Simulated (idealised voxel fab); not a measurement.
The document below concerns the process module designated voxel gate over fins.
Square cells of 5 nm make up the cross-section cut, whose width is 150 nm.
Each cross-section below is a grid of square cells, stated as bands in top-down order, with one or more rows of cells making up each band.
A band entry consists of two parts. The first gives the height of the band's top and the height of its bottom, in nm. The rest lists the band's materials from left to right, each with its width in nm. A single material labelled with the word "edge to edge" fills the band from edge to edge, and the word "blank" marks empty space.
Note: height 0 marks the level under which the wafer is uniformly one material as received. Lowest band unbounded below, written "0 -> down".
Per-row width for "30..40": begins at first number (top row of band), ends at second number (bottom row), increment between rows held constant.
"left unchanged" -> step changed no cross-section cell.
Enclosed voids (no open way to top), threshold 8 cells or more, entry "Sealed void listing", notation width x height at distance, distance from left edge, nm.
Step line, after settings: the simulator's comment on this step.
overlay nm: mask offset rightward from planned place, masked step; negative means leftward offset.

### So here's the lineup of process steps we planned
1: RECEIVE [material Si]
2: CONFORMAL_DEP [material SiN] [thk nm 5]
3: MASKED_ETCH [tone cover] [mask id FINS] [width nm 15] [pitch nm 45] [etch materials SiN] [depth nm 5] [overlay nm 0]
4: MASKED_ETCH [tone cover] [mask id FINS] [width nm 15] [pitch nm 45] [etch materials Si] [depth nm 30] [overlay nm 0]
5: OXIDIZE [depth nm 5]
6: FILL_DEP [material SiO2] [thk nm 10]
7: CMP [height nm 5]
8: SELECTIVE_ETCH [etch materials SiO2] [depth nm 15]
9: STRIP [etch materials SiN]
10: CONFORMAL_DEP [material HfO2] [thk nm 5]
11: CONFORMAL_DEP [material TiN] [thk nm 5]
12: FILL_DEP [material W] [thk nm 15]
13: CMP [height nm 20]
14: CONFORMAL_DEP [material SiCN] [thk nm 10]

### So this is the incoming wafer in cross-section - it's already been through step 1
- 0 -> down = Si edge to edge
- Sealed void listing: none

### Cross-section: first of two wafers, module finished, run according to plan
- 30 -> 20 = SiCN edge to edge
- 20 -> 10 = W edge to edge
- 10 -> 5 = 40 W, 25 TiN, 20 W, 25 TiN, 40 W
- 5 -> 0 = 40 W, 5 TiN, 15 HfO2, 5 TiN, 20 W, 5 TiN, 15 HfO2, 5 TiN, 40 W
- 0 -> -5 = 45 TiN, 5 HfO2, 5 Si, 5 HfO2, 30 TiN, 5 HfO2, 5 Si, 5 HfO2, 45 TiN
- -5 -> -10 = 50 HfO2, 5 Si, 40 HfO2, 5 Si, 50 HfO2
- -10 -> -35 = 50 SiO2, 5 Si, 40 SiO2, 5 Si, 50 SiO2
- -35 -> down = Si edge to edge
- Sealed void listing: none

### Module end: cross-section of wafer two of two. Same start and process plan as the first wafer. One mistake during execution
- 30 -> 20 = SiCN edge to edge
- 20 -> 10 = W edge to edge
- 10 -> 5 = 40 W, 25 TiN, 20 W, 25 TiN, 40 W
- 5 -> 0 = 30 W, 15 TiN, 15 HfO2, 5 TiN, 10 W, 15 TiN, 15 HfO2, 5 TiN, 40 W
- 0 -> -5 = 35 TiN, 15 HfO2, 5 Si, 5 HfO2, 20 TiN, 15 HfO2, 5 Si, 5 HfO2, 45 TiN
- -5 -> -10 = 40 HfO2, 15 Si, 30 HfO2, 15 Si, 50 HfO2
- -10 -> -35 = 40 SiO2, 15 Si, 30 SiO2, 15 Si, 50 SiO2
- -35 -> down = Si edge to edge
- Sealed void listing: none
Which mistake was made when the wafer was run? step 4: run off-plan, actual operation and settings MASKED_ETCH [tone cover] [mask id FINS] [width nm 15] [pitch nm 45] [etch materials Si] [depth nm 30] [overlay nm -10]
Wrapping up, a cell-based count of both wafers puts the second over or under the first for these materials: 24 more of Si, 20 fewer of SiO2, 4 fewer of W
